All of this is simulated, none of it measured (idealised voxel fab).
This is a process module. Its name is voxel self aligned vias.
The cross-section shown here is cut; it is 260 nm wide and divided into square cells measuring 5 nm on a side.
Cross-section layout: square cells on a grid; listed as bands, top to bottom; a band spans one or more cell rows. The entry gives the band's vertical extent as a top height and a bottom height in nm, then its horizontal make-up as materials from left to right, each with a width in nm. "air" stands for empty space; a single material marked "full width" fills the band edge to edge. Heights are measured from 0, the level below which the as-received wafer is all one material; the lowest band has no bottom and continues downward, written as in "top 0, no bottom". Read "30->40" as a graded width: first number on top, second number at the bottom, same change between each pair of neighbouring rows. Where the words "no change occurred" appear for a step, the cross-section shows no cell changed by that step; every cell remained as before. Look at "Enclosed void catalog" for the closed voids: empty spaces with no open path to the top, sized 8 cells or up. Each is width x height at distance, distance from the left edge, all nm. after a step's settings: what the simulator itself notes on the step. What "overlay nm" on a step's line means: if the step has a mask, that mask lay this far to the right of its planned place, or, when the value is negative, to the left.
**Here's what the planned process steps look like**
| 1 | RECEIVE,material Si |
| 2 | CONFORMAL_DEP,material SiO2,thk nm 10 |
| 3 | CONFORMAL_DEP,material SiCN,thk nm 5 |
| 4 | DIRECTIONAL_DEP,material lowk,thk nm 30 |
| 5 | MASKED_ETCH,tone open,mask id LINES,width nm 30,pitch nm 70,etch materials lowk,depth nm 30,overlay nm -15 |
| 6 | CONFORMAL_DEP,material TiN,thk nm 5 |
| 7 | FILL_DEP,material Ru,thk nm 5 |
| 8 | CMP,height nm 45 |
| 9 | SELECTIVE_ETCH,etch materials W Ru TiN,depth nm 10 |
| 10 | FILL_DEP,material SiN,thk nm 5 |
| 11 | CMP,height nm 45 |
| 12 | DIRECTIONAL_DEP,material lowk,thk nm 15 |
| 13 | MASKED_ETCH,tone open,mask id VIAS,width nm 50,pitch nm 140,etch materials lowk,depth nm 15,overlay nm 0 |
| 14 | MASKED_ETCH,tone open,mask id VIAS,width nm 50,pitch nm 140,etch materials SiN,depth nm 10,overlay nm 0 |
| 15 | CONFORMAL_DEP,material TiN,thk nm 5 |
| 16 | FILL_DEP,material Ru,thk nm 10 |
| 17 | CMP,height nm 60 |
| 18 | CONFORMAL_DEP,material SiCN,thk nm 5 |
What sets these wafers apart? The overlay nm at step 5. They all start alike, and the plan carries the first wafer's value.
**So this is the first of several wafers, cross-sectioned as it came to us, meaning it's at the end of step 1**
> top 0, no bottom: Si full width
> Enclosed void catalog: none
**Here is how to read the rows: every wafer has a row, and it shows the wafer at the end of the module, giving for each material how many cells were gained (+) or lost (-) since the wafer was received, then listing its closed voids**
overlay nm -15 | +80 Ru | +104 SiCN | +16 SiN | +104 SiO2 | +72 TiN | +300 lowk | Enclosed void catalog: none
overlay nm -10 | +84 Ru | +104 SiCN | +12 SiN | +104 SiO2 | +72 TiN | +300 lowk | Enclosed void catalog: none
overlay nm -5 | +84 Ru | +104 SiCN | +12 SiN | +104 SiO2 | +72 TiN | +300 lowk | Enclosed void catalog: none
overlay nm 0 | +84 Ru | +104 SiCN | +12 SiN | +104 SiO2 | +72 TiN | +300 lowk | Enclosed void catalog: none
overlay nm 5 | +84 Ru | +104 SiCN | +12 SiN | +104 SiO2 | +72 TiN | +300 lowk | Enclosed void catalog: none
overlay nm 10 | +84 Ru | +104 SiCN | +12 SiN | +104 SiO2 | +72 TiN | +300 lowk | Enclosed void catalog: none
overlay nm 15 | +80 Ru | +104 SiCN | +16 SiN | +104 SiO2 | +72 TiN | +300 lowk | Enclosed void catalog: none
